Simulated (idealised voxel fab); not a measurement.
Process module name: voxel wiring stack
205 nm wide, 5 nm square cells: that's cross-section cut.
In this document a cross-section is written as a grid of square cells. It is given as a series of bands, listed from the top down, and a band is one or more rows of cells. Top height, bottom height, nm. Materials left to right, width each, nm. Single material + "all across" = fills band edge to edge. "empty" = empty. Heights are reckoned from 0. Under this level, the received wafer is all of one material. The bottommost band is open-ended downward, for example "top 0, no bottom". The width entry "30->40" should be interpreted row by row: the top row of cells in the band takes the first number, the bottom row takes the second number, and the change between adjacent rows is uniform throughout. "remains unaltered" after a step means that no cell of the cross-section changed. "Closed void list" specifies each empty space that is not open to the top and that occupies no fewer than 8 cells, using the form width x height at distance, the distance measured from the left edge and all three quantities in nm. Past the settings on a step's line: simulator remark, on that step. For masked steps, "overlay nm" on the step line gives how far right of plan the mask actually lay; a minus sign means it lay to the left.

Set out below are the planned steps of the process:
1: RECEIVE,material Si
2: CONFORMAL_DEP,material SiO2,thk nm 10
3: CONFORMAL_DEP,material SiCN,thk nm 5
4: DIRECTIONAL_DEP,material SiO2,thk nm 25
5: PATTERN,tone open,mask id METAL_1,material resist,width nm 25,pitch nm 40,thk nm 15,overlay nm 0
6: DIRECTIONAL_ETCH,etch materials SiO2,depth nm 25
7: DIRECTIONAL_ETCH,etch materials SiCN,depth nm 5
8: STRIP,etch materials resist
9: CONFORMAL_DEP,material TiN,thk nm 5
10: FILL_DEP,material Cu,thk nm 5
11: CMP,height nm 40
12: EPI,material Ru,thk nm 5
13: FILL_DEP,material SiCN,thk nm 5
14: DIRECTIONAL_DEP,material SiO2,thk nm 10
15: MASKED_ETCH,tone open,mask id PLUG_1,width nm 15,pitch nm 40,etch materials SiO2,depth nm 10,overlay nm 0
16: MASKED_ETCH,tone open,mask id PLUG_1,width nm 15,pitch nm 40,etch materials SiCN,depth nm 5,overlay nm 0
17: EPI,material Ru,thk nm 10
18: EPI,material Ru,thk nm 5
19: CONFORMAL_DEP,material SiN,thk nm 5
20: DIRECTIONAL_DEP,material SiO2,thk nm 25
21: MASKED_ETCH,tone open,mask id METAL_2,width nm 25,pitch nm 40,etch materials SiO2,depth nm 25,overlay nm 0
22: MASKED_ETCH,tone open,mask id METAL_2,width nm 25,pitch nm 40,etch materials SiN,depth nm 5,overlay nm 0
23: CONFORMAL_DEP,material TiN,thk nm 5
24: FILL_DEP,material Cu,thk nm 5
25: CMP,height nm 90
26: CONFORMAL_DEP,material SiCN,thk nm 5
27: DIRECTIONAL_DEP,material lowk,thk nm 15
28: MASKED_ETCH,tone open,mask id PLUG_2,width nm 15,pitch nm 40,etch materials lowk,depth nm 15,overlay nm 0
29: MASKED_ETCH,tone open,mask id PLUG_2,width nm 15,pitch nm 40,etch materials SiCN,depth nm 5,overlay nm 0
30: EPI,material Ru,thk nm 10
31: EPI,material Ru,thk nm 10
32: CONFORMAL_DEP,material SiCN,thk nm 5
33: DIRECTIONAL_DEP,material lowk,thk nm 20
34: DIRECTIONAL_DEP,material aC,thk nm 15
35: PATTERN,tone open,mask id METAL_3,material resist,width nm 25,pitch nm 40,thk nm 35,overlay nm 0
36: DIRECTIONAL_ETCH,etch materials aC,depth nm 15
37: STRIP,etch materials resist
38: DIRECTIONAL_ETCH,etch materials lowk,depth nm 20
39: DIRECTIONAL_ETCH,etch materials SiCN,depth nm 5
40: STRIP,etch materials aC
41: CONFORMAL_DEP,material TiN,thk nm 5
42: FILL_DEP,material Cu,thk nm 10
43: CMP,height nm 135
44: CONFORMAL_DEP,material SiN,thk nm 5

First out of two wafers; run went to plan:

Incoming wafer in cross-section (state: after step 1):
* top 0, no bottom = Si all across
* Closed void list: none

Step 2 complete: cross-section through the wafer:
* top 10, bottom 0 = SiO2 all across
* No changes below 0.

Step 3 complete: cross-section through the wafer:
* top 15, bottom 10 = SiCN all across
* No changes below 10.

Step 4 complete: cross-section through the wafer:
* top 40, bottom 15 = SiO2 all across
* No changes below 15.

Step 5 complete: cross-section through the wafer:
* top 55, bottom 40 = 30 resist; 25 empty; 15 resist; 25 empty; 15 resist; 25 empty; 15 resist; 25 empty; 30 resist
* No changes below 40.

Step 6 complete: cross-section through the wafer:
* top 55, bottom 40 = 30 resist; 25 empty; 15 resist; 25 empty; 15 resist; 25 empty; 15 resist; 25 empty; 30 resist
* top 40, bottom 15 = 30 SiO2; 25 empty; 15 SiO2; 25 empty; 15 SiO2; 25 empty; 15 SiO2; 25 empty; 30 SiO2
* No changes below 15.

Step 7 complete: cross-section through the wafer:
* top 55, bottom 40 = 30 resist; 25 empty; 15 resist; 25 empty; 15 resist; 25 empty; 15 resist; 25 empty; 30 resist
* top 40, bottom 15 = 30 SiO2; 25 empty; 15 SiO2; 25 empty; 15 SiO2; 25 empty; 15 SiO2; 25 empty; 30 SiO2
* top 15, bottom 10 = 30 SiCN; 25 empty; 15 SiCN; 25 empty; 15 SiCN; 25 empty; 15 SiCN; 25 empty; 30 SiCN
* No changes below 10.

Step 8 complete: cross-section through the wafer:
* top 40, bottom 15 = 30 SiO2; 25 empty; 15 SiO2; 25 empty; 15 SiO2; 25 empty; 15 SiO2; 25 empty; 30 SiO2
* No changes below 15.

Step 9 complete: cross-section through the wafer:
* top 45, bottom 40 = 35 TiN; 15 empty; 25 TiN; 15 empty; 25 TiN; 15 empty; 25 TiN; 15 empty; 35 TiN
* top 40, bottom 15 = 30 SiO2; 5 TiN; 15 empty; 5 TiN; 15 SiO2; 5 TiN; 15 empty; 5 TiN; 15 SiO2; 5 TiN; 15 empty; 5 TiN; 15 SiO2; 5 TiN; 15 empty; 5 TiN; 30 SiO2
* top 15, bottom 10 = 30 SiCN; 25 TiN; 15 SiCN; 25 TiN; 15 SiCN; 25 TiN; 15 SiCN; 25 TiN; 30 SiCN
* No changes below 10.

Step 10 complete: cross-section through the wafer:
* top 50, bottom 45 = Cu all across
* top 45, bottom 40 = 35 TiN; 15 Cu; 25 TiN; 15 Cu; 25 TiN; 15 Cu; 25 TiN; 15 Cu; 35 TiN
* top 40, bottom 15 = 30 SiO2; 5 TiN; 15 Cu; 5 TiN; 15 SiO2; 5 TiN; 15 Cu; 5 TiN; 15 SiO2; 5 TiN; 15 Cu; 5 TiN; 15 SiO2; 5 TiN; 15 Cu; 5 TiN; 30 SiO2
* No changes below 15.

Step 11 complete: cross-section through the wafer:
* top 40, bottom 15 = 30 SiO2; 5 TiN; 15 Cu; 5 TiN; 15 SiO2; 5 TiN; 15 Cu; 5 TiN; 15 SiO2; 5 TiN; 15 Cu; 5 TiN; 15 SiO2; 5 TiN; 15 Cu; 5 TiN; 30 SiO2
* No changes below 15.

Step 12 complete: cross-section through the wafer:
* top 45, bottom 40 = 25 empty; 35 Ru; 5 empty; 35 Ru; 5 empty; 35 Ru; 5 empty; 35 Ru; 25 empty
* No changes below 40.

Step 13 complete: cross-section through the wafer:
* top 50, bottom 45 = SiCN all across
* top 45, bottom 40 = 25 SiCN; 35 Ru; 5 SiCN; 35 Ru; 5 SiCN; 35 Ru; 5 SiCN; 35 Ru; 25 SiCN
* No changes below 40.

Step 14 complete: cross-section through the wafer:
* top 60, bottom 50 = SiO2 all across
* No changes below 50.

Step 15 complete: cross-section through the wafer:
* top 60, bottom 50 = 30 SiO2; 15 empty; 25 SiO2; 15 empty; 25 SiO2; 15 empty; 25 SiO2; 15 empty; 40 SiO2
* No changes below 50.

Step 16 complete: cross-section through the wafer:
* top 60, bottom 50 = 30 SiO2; 15 empty; 25 SiO2; 15 empty; 25 SiO2; 15 empty; 25 SiO2; 15 empty; 40 SiO2
* top 50, bottom 45 = 30 SiCN; 15 empty; 25 SiCN; 15 empty; 25 SiCN; 15 empty; 25 SiCN; 15 empty; 40 SiCN
* No changes below 45.

Step 17 complete: cross-section through the wafer:
* top 60, bottom 55 = 30 SiO2; 15 empty; 25 SiO2; 15 empty; 25 SiO2; 15 empty; 25 SiO2; 15 empty; 40 SiO2
* top 55, bottom 50 = 30 SiO2; 15 Ru; 25 SiO2; 15 Ru; 25 SiO2; 15 Ru; 25 SiO2; 15 Ru; 40 SiO2
* top 50, bottom 40 = 30->25 SiCN; 15->35 Ru; 25->5 SiCN; 15->35 Ru; 25->5 SiCN; 15->35 Ru; 25->5 SiCN; 15->35 Ru; 40->25 SiCN
* No changes below 40.

Step 18 complete: cross-section through the wafer:
* top 60, bottom 50 = 30 SiO2; 15 Ru; 25 SiO2; 15 Ru; 25 SiO2; 15 Ru; 25 SiO2; 15 Ru; 40 SiO2
* No changes below 50.

Step 19 complete: cross-section through the wafer:
* top 65, bottom 60 = SiN all across
* No changes below 60.

Step 20 complete: cross-section through the wafer:
* top 90, bottom 65 = SiO2 all across
* No changes below 65.

Step 21 complete: cross-section through the wafer:
* top 90, bottom 65 = 30 SiO2; 25 empty; 15 SiO2; 25 empty; 15 SiO2; 25 empty; 15 SiO2; 25 empty; 30 SiO2
* No changes below 65.

Step 22 complete: cross-section through the wafer:
* top 90, bottom 65 = 30 SiO2; 25 empty; 15 SiO2; 25 empty; 15 SiO2; 25 empty; 15 SiO2; 25 empty; 30 SiO2
* top 65, bottom 60 = 30 SiN; 25 empty; 15 SiN; 25 empty; 15 SiN; 25 empty; 15 SiN; 25 empty; 30 SiN
* No changes below 60.

Step 23 complete: cross-section through the wafer:
* top 95, bottom 90 = 35 TiN; 15 empty; 25 TiN; 15 empty; 25 TiN; 15 empty; 25 TiN; 15 empty; 35 TiN
* top 90, bottom 65 = 30 SiO2; 5 TiN; 15 empty; 5 TiN; 15 SiO2; 5 TiN; 15 empty; 5 TiN; 15 SiO2; 5 TiN; 15 empty; 5 TiN; 15 SiO2; 5 TiN; 15 empty; 5 TiN; 30 SiO2
* top 65, bottom 60 = 30 SiN; 25 TiN; 15 SiN; 25 TiN; 15 SiN; 25 TiN; 15 SiN; 25 TiN; 30 SiN
* No changes below 60.

Step 24 complete: cross-section through the wafer:
* top 100, bottom 95 = Cu all across
* top 95, bottom 90 = 35 TiN; 15 Cu; 25 TiN; 15 Cu; 25 TiN; 15 Cu; 25 TiN; 15 Cu; 35 TiN
* top 90, bottom 65 = 30 SiO2; 5 TiN; 15 Cu; 5 TiN; 15 SiO2; 5 TiN; 15 Cu; 5 TiN; 15 SiO2; 5 TiN; 15 Cu; 5 TiN; 15 SiO2; 5 TiN; 15 Cu; 5 TiN; 30 SiO2
* No changes below 65.

Step 25 complete: cross-section through the wafer:
* top 90, bottom 65 = 30 SiO2; 5 TiN; 15 Cu; 5 TiN; 15 SiO2; 5 TiN; 15 Cu; 5 TiN; 15 SiO2; 5 TiN; 15 Cu; 5 TiN; 15 SiO2; 5 TiN; 15 Cu; 5 TiN; 30 SiO2
* No changes below 65.

Step 26 complete: cross-section through the wafer:
* top 95, bottom 90 = SiCN all across
* No changes below 90.

Step 27 complete: cross-section through the wafer:
* top 110, bottom 95 = lowk all across
* No changes below 95.

Step 28 complete: cross-section through the wafer:
* top 110, bottom 95 = 30 lowk; 15 empty; 25 lowk; 15 empty; 25 lowk; 15 empty; 25 lowk; 15 empty; 40 lowk
* No changes below 95.

Step 29 complete: cross-section through the wafer:
* top 110, bottom 95 = 30 lowk; 15 empty; 25 lowk; 15 empty; 25 lowk; 15 empty; 25 lowk; 15 empty; 40 lowk
* top 95, bottom 90 = 30 SiCN; 15 empty; 25 SiCN; 15 empty; 25 SiCN; 15 empty; 25 SiCN; 15 empty; 40 SiCN
* No changes below 90.

Step 30 complete: cross-section through the wafer:
* top 110, bottom 100 = 30 lowk; 15 empty; 25 lowk; 15 empty; 25 lowk; 15 empty; 25 lowk; 15 empty; 40 lowk
* top 100, bottom 95 = 30 lowk; 15 Ru; 25 lowk; 15 Ru; 25 lowk; 15 Ru; 25 lowk; 15 Ru; 40 lowk
* top 95, bottom 90 = 30 SiCN; 15 Ru; 25 SiCN; 15 Ru; 25 SiCN; 15 Ru; 25 SiCN; 15 Ru; 40 SiCN
* No changes below 90.

Step 31 complete: cross-section through the wafer:
* top 110, bottom 95 = 30 lowk; 15 Ru; 25 lowk; 15 Ru; 25 lowk; 15 Ru; 25 lowk; 15 Ru; 40 lowk
* No changes below 95.

Step 32 complete: cross-section through the wafer:
* top 115, bottom 110 = SiCN all across
* No changes below 110.

Step 33 complete: cross-section through the wafer:
* top 135, bottom 115 = lowk all across
* No changes below 115.

Step 34 complete: cross-section through the wafer:
* top 150, bottom 135 = aC all across
* No changes below 135.

Step 35 complete: cross-section through the wafer:
* top 185, bottom 150 = 30 resist; 25 empty; 15 resist; 25 empty; 15 resist; 25 empty; 15 resist; 25 empty; 30 resist
* No changes below 150.

Step 36 complete: cross-section through the wafer:
* top 170, bottom 150 = 30 resist; 25 empty; 15 resist; 25 empty; 15 resist; 25 empty; 15 resist; 25 empty; 30 resist
* top 150, bottom 135 = 30 aC; 25 empty; 15 aC; 25 empty; 15 aC; 25 empty; 15 aC; 25 empty; 30 aC
* No changes below 135.

Step 37 complete: cross-section through the wafer:
* top 150, bottom 135 = 30 aC; 25 empty; 15 aC; 25 empty; 15 aC; 25 empty; 15 aC; 25 empty; 30 aC
* No changes below 135.

Step 38 complete: cross-section through the wafer:
* top 150, bottom 135 = 30 aC; 25 empty; 15 aC; 25 empty; 15 aC; 25 empty; 15 aC; 25 empty; 30 aC
* top 135, bottom 115 = 30 lowk; 25 empty; 15 lowk; 25 empty; 15 lowk; 25 empty; 15 lowk; 25 empty; 30 lowk
* No changes below 115.

Step 39 complete: cross-section through the wafer:
* top 150, bottom 135 = 30 aC; 25 empty; 15 aC; 25 empty; 15 aC; 25 empty; 15 aC; 25 empty; 30 aC
* top 135, bottom 115 = 30 lowk; 25 empty; 15 lowk; 25 empty; 15 lowk; 25 empty; 15 lowk; 25 empty; 30 lowk
* top 115, bottom 110 = 30 SiCN; 25 empty; 15 SiCN; 25 empty; 15 SiCN; 25 empty; 15 SiCN; 25 empty; 30 SiCN
* No changes below 110.

Step 40 complete: cross-section through the wafer:
* top 135, bottom 115 = 30 lowk; 25 empty; 15 lowk; 25 empty; 15 lowk; 25 empty; 15 lowk; 25 empty; 30 lowk
* No changes below 115.

Step 41 complete: cross-section through the wafer:
* top 140, bottom 135 = 35 TiN; 15 empty; 25 TiN; 15 empty; 25 TiN; 15 empty; 25 TiN; 15 empty; 35 TiN
* top 135, bottom 115 = 30 lowk; 5 TiN; 15 empty; 5 TiN; 15 lowk; 5 TiN; 15 empty; 5 TiN; 15 lowk; 5 TiN; 15 empty; 5 TiN; 15 lowk; 5 TiN; 15 empty; 5 TiN; 30 lowk
* top 115, bottom 110 = 30 SiCN; 25 TiN; 15 SiCN; 25 TiN; 15 SiCN; 25 TiN; 15 SiCN; 25 TiN; 30 SiCN
* No changes below 110.

Step 42 complete: cross-section through the wafer:
* top 150, bottom 140 = Cu all across
* top 140, bottom 135 = 35 TiN; 15 Cu; 25 TiN; 15 Cu; 25 TiN; 15 Cu; 25 TiN; 15 Cu; 35 TiN
* top 135, bottom 115 = 30 lowk; 5 TiN; 15 Cu; 5 TiN; 15 lowk; 5 TiN; 15 Cu; 5 TiN; 15 lowk; 5 TiN; 15 Cu; 5 TiN; 15 lowk; 5 TiN; 15 Cu; 5 TiN; 30 lowk
* No changes below 115.

Step 43 complete: cross-section through the wafer:
* top 135, bottom 115 = 30 lowk; 5 TiN; 15 Cu; 5 TiN; 15 lowk; 5 TiN; 15 Cu; 5 TiN; 15 lowk; 5 TiN; 15 Cu; 5 TiN; 15 lowk; 5 TiN; 15 Cu; 5 TiN; 30 lowk
* No changes below 115.

Step 44 complete: cross-section through the wafer:
* top 140, bottom 135 = SiN all across
* No changes below 135.

Second Wafer (Identical Start and Plan, One Processing Error; Matches First Wafer Through Step 16):

Cross-section of the second wafer when, according to plan, step 17 should have finished:
* top 65, bottom 60 = 25 empty; 25 Ru; 15 empty; 25 Ru; 15 empty; 25 Ru; 15 empty; 25 Ru; 35 empty
* top 60, bottom 50 = 30 SiO2; 15 Ru; 25 SiO2; 15 Ru; 25 SiO2; 15 Ru; 25 SiO2; 15 Ru; 40 SiO2
* top 50, bottom 40 = 30->25 SiCN; 15->35 Ru; 25->5 SiCN; 15->35 Ru; 25->5 SiCN; 15->35 Ru; 25->5 SiCN; 15->35 Ru; 40->25 SiCN
* No changes below 40.

Cross-section of the second wafer when, according to plan, step 18 should have finished:
* top 70, bottom 60 = 20 empty; 35 Ru; 5 empty; 35 Ru; 5 empty; 35 Ru; 5 empty; 35 Ru; 30 empty
* No changes below 60.

Cross-section of the second wafer when, according to plan, step 19 should have finished:
* top 75, bottom 70 = 15 empty; 165 SiN; 25 empty
* top 70, bottom 65 = 15 empty; 5 SiN; 35 Ru; 5 SiN; 35 Ru; 5 SiN; 35 Ru; 5 SiN; 35 Ru; 5 SiN; 25 empty
* top 65, bottom 60 = 20 SiN; 35 Ru; 5 SiN; 35 Ru; 5 SiN; 35 Ru; 5 SiN; 35 Ru; 30 SiN
* No changes below 60.

Cross-section of the second wafer when, according to plan, step 20 should have finished:
* top 100, bottom 90 = 15 empty; 165 SiO2; 25 empty
* top 90, bottom 75 = SiO2 all across
* top 75, bottom 70 = 15 SiO2; 165 SiN; 25 SiO2
* top 70, bottom 65 = 15 SiO2; 5 SiN; 35 Ru; 5 SiN; 35 Ru; 5 SiN; 35 Ru; 5 SiN; 35 Ru; 5 SiN; 25 SiO2
* No changes below 65.

Cross-section of the second wafer when, according to plan, step 21 should have finished:
* top 100, bottom 90 = 15 empty; 15 SiO2; 25 empty; 15 SiO2; 25 empty; 15 SiO2; 25 empty; 15 SiO2; 25 empty; 5 SiO2; 25 empty
* top 90, bottom 75 = 30 SiO2; 25 empty; 15 SiO2; 25 empty; 15 SiO2; 25 empty; 15 SiO2; 25 empty; 30 SiO2
* No changes below 75.

Cross-section of the second wafer when, according to plan, step 22 should have finished:
* top 100, bottom 90 = 15 empty; 15 SiO2; 25 empty; 15 SiO2; 25 empty; 15 SiO2; 25 empty; 15 SiO2; 25 empty; 5 SiO2; 25 empty
* top 90, bottom 75 = 30 SiO2; 25 empty; 15 SiO2; 25 empty; 15 SiO2; 25 empty; 15 SiO2; 25 empty; 30 SiO2
* top 75, bottom 70 = 15 SiO2; 15 SiN; 25 empty; 15 SiN; 25 empty; 15 SiN; 25 empty; 15 SiN; 25 empty; 5 SiN; 25 SiO2
* No changes below 70.

Cross-section of the second wafer when, according to plan, step 23 should have finished:
* top 105, bottom 100 = 10 empty; 25 TiN; 15 empty; 25 TiN; 15 empty; 25 TiN; 15 empty; 25 TiN; 15 empty; 15 TiN; 20 empty
* top 100, bottom 95 = 10 empty; 5 TiN; 15 SiO2; 5 TiN; 15 empty; 5 TiN; 15 SiO2; 5 TiN; 15 empty; 5 TiN; 15 SiO2; 5 TiN; 15 empty; 5 TiN; 15 SiO2; 5 TiN; 15 empty; 5 TiN; 5 SiO2; 5 TiN; 20 empty
* top 95, bottom 90 = 15 TiN; 15 SiO2; 5 TiN; 15 empty; 5 TiN; 15 SiO2; 5 TiN; 15 empty; 5 TiN; 15 SiO2; 5 TiN; 15 empty; 5 TiN; 15 SiO2; 5 TiN; 15 empty; 5 TiN; 5 SiO2; 25 TiN
* top 90, bottom 75 = 30 SiO2; 5 TiN; 15 empty; 5 TiN; 15 SiO2; 5 TiN; 15 empty; 5 TiN; 15 SiO2; 5 TiN; 15 empty; 5 TiN; 15 SiO2; 5 TiN; 15 empty; 5 TiN; 30 SiO2
* top 75, bottom 70 = 15 SiO2; 15 SiN; 25 TiN; 15 SiN; 25 TiN; 15 SiN; 25 TiN; 15 SiN; 25 TiN; 5 SiN; 25 SiO2
* No changes below 70.

Cross-section of the second wafer when, according to plan, step 24 should have finished:
* top 110, bottom 105 = Cu all across
* top 105, bottom 100 = 10 Cu; 25 TiN; 15 Cu; 25 TiN; 15 Cu; 25 TiN; 15 Cu; 25 TiN; 15 Cu; 15 TiN; 20 Cu
* top 100, bottom 95 = 10 Cu; 5 TiN; 15 SiO2; 5 TiN; 15 Cu; 5 TiN; 15 SiO2; 5 TiN; 15 Cu; 5 TiN; 15 SiO2; 5 TiN; 15 Cu; 5 TiN; 15 SiO2; 5 TiN; 15 Cu; 5 TiN; 5 SiO2; 5 TiN; 20 Cu
* top 95, bottom 90 = 15 TiN; 15 SiO2; 5 TiN; 15 Cu; 5 TiN; 15 SiO2; 5 TiN; 15 Cu; 5 TiN; 15 SiO2; 5 TiN; 15 Cu; 5 TiN; 15 SiO2; 5 TiN; 15 Cu; 5 TiN; 5 SiO2; 25 TiN
* top 90, bottom 75 = 30 SiO2; 5 TiN; 15 Cu; 5 TiN; 15 SiO2; 5 TiN; 15 Cu; 5 TiN; 15 SiO2; 5 TiN; 15 Cu; 5 TiN; 15 SiO2; 5 TiN; 15 Cu; 5 TiN; 30 SiO2
* No changes below 75.

Cross-section of the second wafer when, according to plan, step 25 should have finished:
* top 90, bottom 75 = 30 SiO2; 5 TiN; 15 Cu; 5 TiN; 15 SiO2; 5 TiN; 15 Cu; 5 TiN; 15 SiO2; 5 TiN; 15 Cu; 5 TiN; 15 SiO2; 5 TiN; 15 Cu; 5 TiN; 30 SiO2
* No changes below 75.

Cross-section of the second wafer when, according to plan, step 26 should have finished:
* top 95, bottom 90 = SiCN all across
* No changes below 90.

Cross-section of the second wafer when, according to plan, step 27 should have finished:
* top 110, bottom 95 = lowk all across
* No changes below 95.

Cross-section of the second wafer when, according to plan, step 28 should have finished:
* top 110, bottom 95 = 30 lowk; 15 empty; 25 lowk; 15 empty; 25 lowk; 15 empty; 25 lowk; 15 empty; 40 lowk
* No changes below 95.

Cross-section of the second wafer when, according to plan, step 29 should have finished:
* top 110, bottom 95 = 30 lowk; 15 empty; 25 lowk; 15 empty; 25 lowk; 15 empty; 25 lowk; 15 empty; 40 lowk
* top 95, bottom 90 = 30 SiCN; 15 empty; 25 SiCN; 15 empty; 25 SiCN; 15 empty; 25 SiCN; 15 empty; 40 SiCN
* No changes below 90.

Cross-section of the second wafer when, according to plan, step 30 should have finished:
* top 110, bottom 100 = 30 lowk; 15 empty; 25 lowk; 15 empty; 25 lowk; 15 empty; 25 lowk; 15 empty; 40 lowk
* top 100, bottom 95 = 30 lowk; 15 Ru; 25 lowk; 15 Ru; 25 lowk; 15 Ru; 25 lowk; 15 Ru; 40 lowk
* top 95, bottom 90 = 30 SiCN; 15 Ru; 25 SiCN; 15 Ru; 25 SiCN; 15 Ru; 25 SiCN; 15 Ru; 40 SiCN
* No changes below 90.

Cross-section of the second wafer when, according to plan, step 31 should have finished:
* top 110, bottom 95 = 30 lowk; 15 Ru; 25 lowk; 15 Ru; 25 lowk; 15 Ru; 25 lowk; 15 Ru; 40 lowk
* No changes below 95.

Cross-section of the second wafer when, according to plan, step 32 should have finished:
* top 115, bottom 110 = SiCN all across
* No changes below 110.

Cross-section of the second wafer when, according to plan, step 33 should have finished:
* top 135, bottom 115 = lowk all across
* No changes below 115.

Cross-section of the second wafer when, according to plan, step 34 should have finished:
* top 150, bottom 135 = aC all across
* No changes below 135.

Cross-section of the second wafer when, according to plan, step 35 should have finished:
* top 185, bottom 150 = 30 resist; 25 empty; 15 resist; 25 empty; 15 resist; 25 empty; 15 resist; 25 empty; 30 resist
* No changes below 150.

Cross-section of the second wafer when, according to plan, step 36 should have finished:
* top 170, bottom 150 = 30 resist; 25 empty; 15 resist; 25 empty; 15 resist; 25 empty; 15 resist; 25 empty; 30 resist
* top 150, bottom 135 = 30 aC; 25 empty; 15 aC; 25 empty; 15 aC; 25 empty; 15 aC; 25 empty; 30 aC
* No changes below 135.

Cross-section of the second wafer when, according to plan, step 37 should have finished:
* top 150, bottom 135 = 30 aC; 25 empty; 15 aC; 25 empty; 15 aC; 25 empty; 15 aC; 25 empty; 30 aC
* No changes below 135.

Cross-section of the second wafer when, according to plan, step 38 should have finished:
* top 150, bottom 135 = 30 aC; 25 empty; 15 aC; 25 empty; 15 aC; 25 empty; 15 aC; 25 empty; 30 aC
* top 135, bottom 115 = 30 lowk; 25 empty; 15 lowk; 25 empty; 15 lowk; 25 empty; 15 lowk; 25 empty; 30 lowk
* No changes below 115.

Cross-section of the second wafer when, according to plan, step 39 should have finished:
* top 150, bottom 135 = 30 aC; 25 empty; 15 aC; 25 empty; 15 aC; 25 empty; 15 aC; 25 empty; 30 aC
* top 135, bottom 115 = 30 lowk; 25 empty; 15 lowk; 25 empty; 15 lowk; 25 empty; 15 lowk; 25 empty; 30 lowk
* top 115, bottom 110 = 30 SiCN; 25 empty; 15 SiCN; 25 empty; 15 SiCN; 25 empty; 15 SiCN; 25 empty; 30 SiCN
* No changes below 110.

Cross-section of the second wafer when, according to plan, step 40 should have finished:
* top 135, bottom 115 = 30 lowk; 25 empty; 15 lowk; 25 empty; 15 lowk; 25 empty; 15 lowk; 25 empty; 30 lowk
* No changes below 115.

Cross-section of the second wafer when, according to plan, step 41 should have finished:
* top 140, bottom 135 = 35 TiN; 15 empty; 25 TiN; 15 empty; 25 TiN; 15 empty; 25 TiN; 15 empty; 35 TiN
* top 135, bottom 115 = 30 lowk; 5 TiN; 15 empty; 5 TiN; 15 lowk; 5 TiN; 15 empty; 5 TiN; 15 lowk; 5 TiN; 15 empty; 5 TiN; 15 lowk; 5 TiN; 15 empty; 5 TiN; 30 lowk
* top 115, bottom 110 = 30 SiCN; 25 TiN; 15 SiCN; 25 TiN; 15 SiCN; 25 TiN; 15 SiCN; 25 TiN; 30 SiCN
* No changes below 110.

Cross-section of the second wafer when, according to plan, step 42 should have finished:
* top 150, bottom 140 = Cu all across
* top 140, bottom 135 = 35 TiN; 15 Cu; 25 TiN; 15 Cu; 25 TiN; 15 Cu; 25 TiN; 15 Cu; 35 TiN
* top 135, bottom 115 = 30 lowk; 5 TiN; 15 Cu; 5 TiN; 15 lowk; 5 TiN; 15 Cu; 5 TiN; 15 lowk; 5 TiN; 15 Cu; 5 TiN; 15 lowk; 5 TiN; 15 Cu; 5 TiN; 30 lowk
* No changes below 115.

Cross-section of the second wafer when, according to plan, step 43 should have finished:
* top 135, bottom 115 = 30 lowk; 5 TiN; 15 Cu; 5 TiN; 15 lowk; 5 TiN; 15 Cu; 5 TiN; 15 lowk; 5 TiN; 15 Cu; 5 TiN; 15 lowk; 5 TiN; 15 Cu; 5 TiN; 30 lowk
* No changes below 115.

Cross-section of the second wafer when, according to plan, step 44 should have finished:
* top 140, bottom 135 = SiN all across
* No changes below 135.
Deviation from plan: plan step 17 was twice executed
at the end the second wafer has, in cells: -24 Cu | +56 Ru | +10 SiN | -26 SiO2 | -16 TiN
